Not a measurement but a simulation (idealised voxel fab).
Title: Process Module voxel transistor to metal
Xsec cut, 180 nm wide, square cell size 5 nm.
Cross-section format: a grid of square cells, given as bands from top to bottom; each band is one or more rows of cells. The entry gives the band's vertical extent as a top height and a bottom height in nm, then its horizontal make-up as materials from left to right, each with a width in nm. "blank" stands for empty space; a single material marked "full width" fills the band edge to edge. Note: height 0 marks the level under which the wafer is uniformly one material as received. Lowest band unbounded below, written "0 nm and below". A width such as "30->40" changes by the same amount from each row of cells to the next, from the band's top row to its bottom row. Given "nothing was modified" for a step, no cell of the cross-section differs between before and after that step. The entry "Closed cavities" lists the empty spaces that cover at least 8 cells and have no open path to the top. Each is written as width x height at distance, where the distance is measured from the left edge and all three values are in nm. If you see something after the settings on a step's line, that's the simulator's own remark about that step. What "overlay nm" on a step's line means: if the step has a mask, that mask lay this far to the right of its planned place, or, when the value is negative, to the left.
**The following list gives the planned process steps**
1: RECEIVE | material Si
2: OXIDIZE | depth nm 5
3: CONFORMAL_DEP | material SiN | thk nm 15
4: DIRECTIONAL_DEP | material aC | thk nm 10
5: PATTERN | tone cover | mask id ACTIVE | material resist | width nm 100 | thk nm 25 | overlay nm 0
6: DIRECTIONAL_ETCH | etch materials aC | depth nm 10
7: STRIP | etch materials resist
8: DIRECTIONAL_ETCH | etch materials SiN | depth nm 15
9: DIRECTIONAL_ETCH | etch materials SiO2 | depth nm 5
10: DIRECTIONAL_ETCH | etch materials Si | depth nm 30
11: STRIP | etch materials aC
12: FILL_DEP | material SiO2 | thk nm 5
13: CMP | height nm 15
14: SELECTIVE_ETCH | etch materials SiO2 | depth nm 15
15: STRIP | etch materials SiN
16: SELECTIVE_ETCH | etch materials SiO2 | depth nm 5
17: OXIDIZE | depth nm 5
18: DIRECTIONAL_DEP | material polySi | thk nm 30
19: DIRECTIONAL_DEP | material SiCN | thk nm 15
20: PATTERN | tone cover | mask id GATE | material resist | width nm 20 | thk nm 20 | overlay nm 0
21: DIRECTIONAL_ETCH | etch materials SiCN | depth nm 25
22: DIRECTIONAL_ETCH | etch materials polySi | depth nm 40
23: STRIP | etch materials resist
24: CONFORMAL_DEP | material SiO2 | thk nm 5
25: DIRECTIONAL_ETCH | etch materials SiO2 | depth nm 5
26: CONFORMAL_DEP | material SiN | thk nm 10
27: DIRECTIONAL_ETCH | etch materials SiN | depth nm 10
28: DIRECTIONAL_ETCH | etch materials SiO2 | depth nm 5
29: EPI | material SiGe | thk nm 5
30: FILL_DEP | material SiO2 | thk nm 10
31: CMP | height nm 40
32: DIRECTIONAL_DEP | material SiO2 | thk nm 15
33: MASKED_ETCH | tone open | mask id CONTACT | width nm 30 | pitch nm 60 | etch materials SiO2 | depth nm 60 | overlay nm 0
34: CONFORMAL_DEP | material TiN | thk nm 5
35: FILL_DEP | material W | thk nm 10
36: CMP | height nm 55
37: CONFORMAL_DEP | material SiCN | thk nm 5
38: DIRECTIONAL_DEP | material lowk | thk nm 20
39: MASKED_ETCH | tone open | mask id METAL_1 | width nm 15 | pitch nm 75 | etch materials lowk | depth nm 20 | overlay nm 0
40: MASKED_ETCH | tone open | mask id METAL_1 | width nm 15 | pitch nm 75 | etch materials SiCN | depth nm 5 | overlay nm 0
41: CONFORMAL_DEP | material TiN | thk nm 5
42: FILL_DEP | material Cu | thk nm 5
43: CMP | height nm 80
44: EPI | material Ru | thk nm 5
45: FILL_DEP | material SiCN | thk nm 5
46: DIRECTIONAL_DEP | material lowk | thk nm 30
47: MASKED_ETCH | tone open | mask id METAL_2 | width nm 15 | pitch nm 75 | etch materials lowk | depth nm 15 | overlay nm 0
48: PATTERN | tone open | mask id METAL_2_HOLES | material resist | width nm 15 | pitch nm 75 | thk nm 20 | overlay nm 0
49: DIRECTIONAL_ETCH | etch materials lowk | depth nm 15
50: DIRECTIONAL_ETCH | etch materials SiCN | depth nm 5
51: STRIP | etch materials resist
52: CONFORMAL_DEP | material TiN | thk nm 5
53: FILL_DEP | material Cu | thk nm 10
54: CMP | height nm 120
55: CONFORMAL_DEP | material SiCN | thk nm 5
**Cross-sectional view of the wafer in its as-received condition, corresponding to the state after step 1**
  0 nm and below | Si full width
  Closed cavities: none
**First of two wafers: cross-section at end of module, run per plan**
  125 nm to 120 nm | SiCN full width
  120 nm to 90 nm | lowk 45 nm  TiN 5 nm  Cu 5 nm  TiN 5 nm  lowk 60 nm  TiN 5 nm  Cu 5 nm  TiN 5 nm  lowk 45 nm
  90 nm to 85 nm | SiCN 45 nm  TiN 15 nm  SiCN 60 nm  TiN 15 nm  SiCN 45 nm
  85 nm to 80 nm | SiCN 40 nm  Ru 25 nm  SiCN 50 nm  Ru 25 nm  SiCN 40 nm
  80 nm to 60 nm | lowk 45 nm  TiN 5 nm  Cu 5 nm  TiN 5 nm  lowk 60 nm  TiN 5 nm  Cu 5 nm  TiN 5 nm  lowk 45 nm
  60 nm to 55 nm | SiCN 45 nm  TiN 15 nm  SiCN 60 nm  TiN 15 nm  SiCN 45 nm
  55 nm to 45 nm | SiO2 45 nm  TiN 5 nm  W 20 nm  TiN 5 nm  SiO2 30 nm  TiN 5 nm  W 20 nm  TiN 5 nm  SiO2 45 nm
  45 nm to 40 nm | SiO2 45 nm  TiN 5 nm  W 10 nm  TiN 15 nm  SiO2 30 nm  TiN 15 nm  W 10 nm  TiN 5 nm  SiO2 45 nm
  40 nm to 25 nm | SiO2 45 nm  TiN 5 nm  W 10 nm  TiN 5 nm  SiN 10 nm  SiO2 5 nm  SiCN 20 nm  SiO2 5 nm  SiN 10 nm  TiN 5 nm  W 10 nm  TiN 5 nm  SiO2 45 nm
  25 nm to 0 nm | SiO2 45 nm  TiN 5 nm  W 10 nm  TiN 5 nm  SiN 10 nm  SiO2 5 nm  polySi 20 nm  SiO2 5 nm  SiN 10 nm  TiN 5 nm  W 10 nm  TiN 5 nm  SiO2 45 nm
  0 nm to -5 nm | SiO2 45 nm  TiN 20 nm  SiN 10 nm  SiO2 5 nm  polySi 20 nm  SiO2 5 nm  SiN 10 nm  TiN 20 nm  SiO2 45 nm
  -5 nm to -10 nm | SiO2 35 nm  SiGe 30 nm  SiO2 50 nm  SiGe 30 nm  SiO2 35 nm
  -10 nm to -35 nm | SiO2 40 nm  Si 100 nm  SiO2 40 nm
  -35 nm and below | Si full width
  Closed cavities: none
**This is the second of the two wafers, cross-sectioned at the end of the module; it started exactly like the first and was given the same plan, but it was run with one mistake**
  125 nm to 120 nm | SiCN full width
  120 nm to 90 nm | lowk 45 nm  TiN 5 nm  Cu 5 nm  TiN 5 nm  lowk 60 nm  TiN 5 nm  Cu 5 nm  TiN 5 nm  lowk 45 nm
  90 nm to 85 nm | SiCN 45 nm  TiN 15 nm  SiCN 60 nm  TiN 15 nm  SiCN 45 nm
  85 nm to 80 nm | SiCN 40 nm  Ru 25 nm  SiCN 50 nm  Ru 25 nm  SiCN 40 nm
  80 nm to 60 nm | lowk 45 nm  TiN 5 nm  Cu 5 nm  TiN 5 nm  lowk 60 nm  TiN 5 nm  Cu 5 nm  TiN 5 nm  lowk 45 nm
  60 nm to 55 nm | SiCN 45 nm  TiN 15 nm  SiCN 60 nm  TiN 15 nm  SiCN 45 nm
  55 nm to 45 nm | SiO2 45 nm  TiN 5 nm  W 20 nm  TiN 5 nm  SiO2 30 nm  TiN 5 nm  W 20 nm  TiN 5 nm  SiO2 45 nm
  45 nm to 40 nm | SiO2 45 nm  TiN 5 nm  W 10 nm  TiN 15 nm  SiO2 30 nm  TiN 15 nm  W 10 nm  TiN 5 nm  SiO2 45 nm
  40 nm to 35 nm | SiO2 45 nm  TiN 5 nm  W 10 nm  TiN 5 nm  SiN 10 nm  SiO2 5 nm  SiCN 20 nm  SiO2 5 nm  SiN 10 nm  TiN 5 nm  W 10 nm  TiN 5 nm  SiO2 45 nm
  35 nm to 30 nm | SiO2 45 nm  TiN 20 nm  SiN 10 nm  SiO2 5 nm  SiCN 20 nm  SiO2 5 nm  SiN 10 nm  TiN 20 nm  SiO2 45 nm
  30 nm to 25 nm | SiCN full width
  25 nm to -5 nm | polySi full width
  -5 nm to -10 nm | SiO2 full width
  -10 nm to -35 nm | SiO2 40 nm  Si 100 nm  SiO2 40 nm
  -35 nm and below | Si full width
  Closed cavities: none
What went wrong in running the wafer? plan step 19 was conducted twice
It is noted that, at the conclusion of processing, the second wafer exhibits a higher or lower cell count for certain materials relative to the first: SiCN +32; SiGe -12; SiN -28; SiO2 -128; TiN -28; W -28; polySi +192
